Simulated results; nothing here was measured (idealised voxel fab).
Process module in this document: voxel self aligned vias
Cross-section cut: width 250 nm, square cells of 5 nm.
Cross-section format: a grid of square cells, given as bands from top to bottom; each band is one or more rows of cells. Quick guide to a band line: top height, bottom height (nm) up front; then every material left to right with its width in nm. Only one material and it's marked "edge to edge"? Then it fills the band edge to edge. And "empty" just means empty space. Height reference: 0 = level under which incoming wafer is all one material. Lowest band: no bottom, runs on downward, e.g. "top 0, no bottom". Graded width ("30..40"): value in top row of band = first number; value in bottom row = second number; row-to-row change constant. Step note "all unchanged" = no cross-section cell changed. This entry, "Closed-off voids", enumerates those empty regions of no fewer than 8 cells that possess no open connection to the top. Each region is reported in the form width x height at distance, the distance being taken from the left edge, with all three quantities expressed in nm. Formally, on a step line, whatever follows the settings is a remark that the simulator itself makes on the step. The optional step-line setting "overlay nm" applies to steps with a mask and quantifies how far to the right of its planned location the mask lay, a negative value indicating leftward placement. How should the pairs below be read? Each gives the cross-section before one process step and the cross-section after it, the latter drawn only to the lowest band that changed; the step that lies between them, with its settings, appears under the pair. Does a pair pick up where the pair above left off? Only where its entry headed "Pre-process" says so, since pairs can come from different runs of this module on the same starting wafer.

PRE-PROCESS
> top 50, bottom 45 = empty: 55; TiN: 30; empty: 25; TiN: 30; empty: 25; TiN: 30; empty: 55
> top 45, bottom 25 = empty: 55; TiN: 5; lowk: 20; TiN: 5; empty: 25; TiN: 5; lowk: 20; TiN: 5; empty: 25; TiN: 5; lowk: 20; TiN: 5; empty: 55
> top 25, bottom 20 = TiN: 60; lowk: 20; TiN: 35; lowk: 20; TiN: 35; lowk: 20; TiN: 60
> top 20, bottom 15 = SiCN edge to edge
> top 15, bottom 0 = SiO2 edge to edge
> top 0, no bottom = Si edge to edge
> Closed-off voids: none

POST-PROCESS SECTION
> top 55, bottom 50 = W edge to edge
> top 50, bottom 45 = W: 55; TiN: 30; W: 25; TiN: 30; W: 25; TiN: 30; W: 55
> top 45, bottom 25 = W: 55; TiN: 5; lowk: 20; TiN: 5; W: 25; TiN: 5; lowk: 20; TiN: 5; W: 25; TiN: 5; lowk: 20; TiN: 5; W: 55
> Below a height of 25, the structure has not been altered.
> Closed-off voids: none
What was done to get from the before section above to the after section? op FILL_DEP | material W | thk nm 5

Pre-process: unchanged from the after cross-section in the pair immediately above; refer to that figure.

POST-PROCESS SECTION
> top 45, bottom 25 = W: 55; TiN: 5; lowk: 20; TiN: 5; W: 25; TiN: 5; lowk: 20; TiN: 5; W: 25; TiN: 5; lowk: 20; TiN: 5; W: 55
> Below a height of 25, the structure has not been altered.
> Closed-off voids: none
What was done to get from the before section above to the after section? op CMP | height nm 45

Pre-process: unchanged from the after cross-section in the pair immediately above; refer to that figure.

POST-PROCESS SECTION
> top 45, bottom 40 = empty: 60; lowk: 20; empty: 35; lowk: 20; empty: 35; lowk: 20; empty: 60
> Below a height of 40, the structure has not been altered.
> Closed-off voids: none
What was done to get from the before section above to the after section? op SELECTIVE_ETCH | etch materials W Ru TiN | depth nm 5

Pre-process: unchanged from the after cross-section in the pair immediately above; refer to that figure.

POST-PROCESS SECTION
> top 55, bottom 45 = SiN edge to edge
> top 45, bottom 40 = SiN: 60; lowk: 20; SiN: 35; lowk: 20; SiN: 35; lowk: 20; SiN: 60
> Below a height of 40, the structure has not been altered.
> Closed-off voids: none
What was done to get from the before section above to the after section? op FILL_DEP | material SiN | thk nm 10

Pre-process: unchanged from the after cross-section in the pair immediately above; refer to that figure.

POST-PROCESS SECTION
> top 45, bottom 40 = SiN: 60; lowk: 20; SiN: 35; lowk: 20; SiN: 35; lowk: 20; SiN: 60
> Below a height of 40, the structure has not been altered.
> Closed-off voids: none
What was done to get from the before section above to the after section? op CMP | height nm 45

Pre-process: unchanged from the after cross-section in the pair immediately above; refer to that figure.

POST-PROCESS SECTION
> top 65, bottom 45 = lowk edge to edge
> Below a height of 45, the structure has not been altered.
> Closed-off voids: none
What was done to get from the before section above to the after section? op DIRECTIONAL_DEP | material lowk | thk nm 20

Pre-process: unchanged from the after cross-section in the pair immediately above; refer to that figure.

POST-PROCESS SECTION
> top 75, bottom 65 = aC edge to edge
> Below a height of 65, the structure has not been altered.
> Closed-off voids: none
What was done to get from the before section above to the after section? op DIRECTIONAL_DEP | material aC | thk nm 10

Pre-process: unchanged from the after cross-section in the pair immediately above; refer to that figure.

POST-PROCESS SECTION
> top 100, bottom 75 = resist: 50; empty: 40; resist: 15; empty: 40; resist: 15; empty: 40; resist: 50
> Below a height of 75, the structure has not been altered.
> Closed-off voids: none
What was done to get from the before section above to the after section? op PATTERN | tone open | mask id VIAS | material resist | width nm 40 | pitch nm 55 | thk nm 25 | overlay nm 0

Pre-process: unchanged from the after cross-section in the pair immediately above; refer to that figure.

POST-PROCESS SECTION
> top 90, bottom 75 = resist: 50; empty: 40; resist: 15; empty: 40; resist: 15; empty: 40; resist: 50
> top 75, bottom 65 = aC: 50; empty: 40; aC: 15; empty: 40; aC: 15; empty: 40; aC: 50
> Below a height of 65, the structure has not been altered.
> Closed-off voids: none
What was done to get from the before section above to the after section? op DIRECTIONAL_ETCH | etch materials aC | depth nm 10

Pre-process: unchanged from the after cross-section in the pair immediately above; refer to that figure.

POST-PROCESS SECTION
> top 75, bottom 65 = aC: 50; empty: 40; aC: 15; empty: 40; aC: 15; empty: 40; aC: 50
> Below a height of 65, the structure has not been altered.
> Closed-off voids: none
What was done to get from the before section above to the after section? op STRIP | etch materials resist

Pre-process: unchanged from the after cross-section in the pair immediately above; refer to that figure.

POST-PROCESS SECTION
> top 75, bottom 65 = aC: 50; empty: 40; aC: 15; empty: 40; aC: 15; empty: 40; aC: 50
> top 65, bottom 45 = lowk: 50; empty: 40; lowk: 15; empty: 40; lowk: 15; empty: 40; lowk: 50
> Below a height of 45, the structure has not been altered.
> Closed-off voids: none
What was done to get from the before section above to the after section? op DIRECTIONAL_ETCH | etch materials lowk | depth nm 20

Pre-process: unchanged from the after cross-section in the pair immediately above; refer to that figure.

POST-PROCESS SECTION
> top 75, bottom 65 = aC: 50; empty: 40; aC: 15; empty: 40; aC: 15; empty: 40; aC: 50
> top 65, bottom 45 = lowk: 50; empty: 40; lowk: 15; empty: 40; lowk: 15; empty: 40; lowk: 50
> top 45, bottom 40 = SiN: 50; empty: 10; lowk: 20; empty: 10; SiN: 15; empty: 10; lowk: 20; empty: 10; SiN: 15; empty: 10; lowk: 20; empty: 10; SiN: 50
> Below a height of 40, the structure has not been altered.
> Closed-off voids: none
What was done to get from the before section above to the after section? op DIRECTIONAL_ETCH | etch materials SiN | depth nm 5

Pre-process: unchanged from the after cross-section in the pair immediately above; refer to that figure.

POST-PROCESS SECTION
> top 65, bottom 45 = lowk: 50; empty: 40; lowk: 15; empty: 40; lowk: 15; empty: 40; lowk: 50
> Below a height of 45, the structure has not been altered.
> Closed-off voids: none
What was done to get from the before section above to the after section? op STRIP | etch materials aC

Pre-process: unchanged from the after cross-section in the pair immediately above; refer to that figure.

POST-PROCESS SECTION
> top 70, bottom 65 = TiN: 55; empty: 30; TiN: 25; empty: 30; TiN: 25; empty: 30; TiN: 55
> top 65, bottom 50 = lowk: 50; TiN: 5; empty: 30; TiN: 5; lowk: 15; TiN: 5; empty: 30; TiN: 5; lowk: 15; TiN: 5; empty: 30; TiN: 5; lowk: 50
> top 50, bottom 45 = lowk: 50; TiN: 40; lowk: 15; TiN: 40; lowk: 15; TiN: 40; lowk: 50
> top 45, bottom 40 = SiN: 50; TiN: 10; lowk: 20; TiN: 10; SiN: 15; TiN: 10; lowk: 20; TiN: 10; SiN: 15; TiN: 10; lowk: 20; TiN: 10; SiN: 50
> Below a height of 40, the structure has not been altered.
> Closed-off voids: none
What was done to get from the before section above to the after section? op CONFORMAL_DEP | material TiN | thk nm 5

Pre-process: unchanged from the after cross-section in the pair immediately above; refer to that figure.

POST-PROCESS SECTION
> top 80, bottom 70 = Ru edge to edge
> top 70, bottom 65 = TiN: 55; Ru: 30; TiN: 25; Ru: 30; TiN: 25; Ru: 30; TiN: 55
> top 65, bottom 50 = lowk: 50; TiN: 5; Ru: 30; TiN: 5; lowk: 15; TiN: 5; Ru: 30; TiN: 5; lowk: 15; TiN: 5; Ru: 30; TiN: 5; lowk: 50
> Below a height of 50, the structure has not been altered.
> Closed-off voids: none
What was done to get from the before section above to the after section? op FILL_DEP | material Ru | thk nm 10

Pre-process: unchanged from the after cross-section in the pair immediately above; refer to that figure.

POST-PROCESS SECTION
> top 65, bottom 50 = lowk: 50; TiN: 5; Ru: 30; TiN: 5; lowk: 15; TiN: 5; Ru: 30; TiN: 5; lowk: 15; TiN: 5; Ru: 30; TiN: 5; lowk: 50
> Below a height of 50, the structure has not been altered.
> Closed-off voids: none
What was done to get from the before section above to the after section? op CMP | height nm 65

Pre-process: unchanged from the after cross-section in the pair immediately above; refer to that figure.

POST-PROCESS SECTION
> top 70, bottom 65 = SiCN edge to edge
> Below a height of 65, the structure has not been altered.
> Closed-off voids: none
What was done to get from the before section above to the after section? op CONFORMAL_DEP | material SiCN | thk nm 5
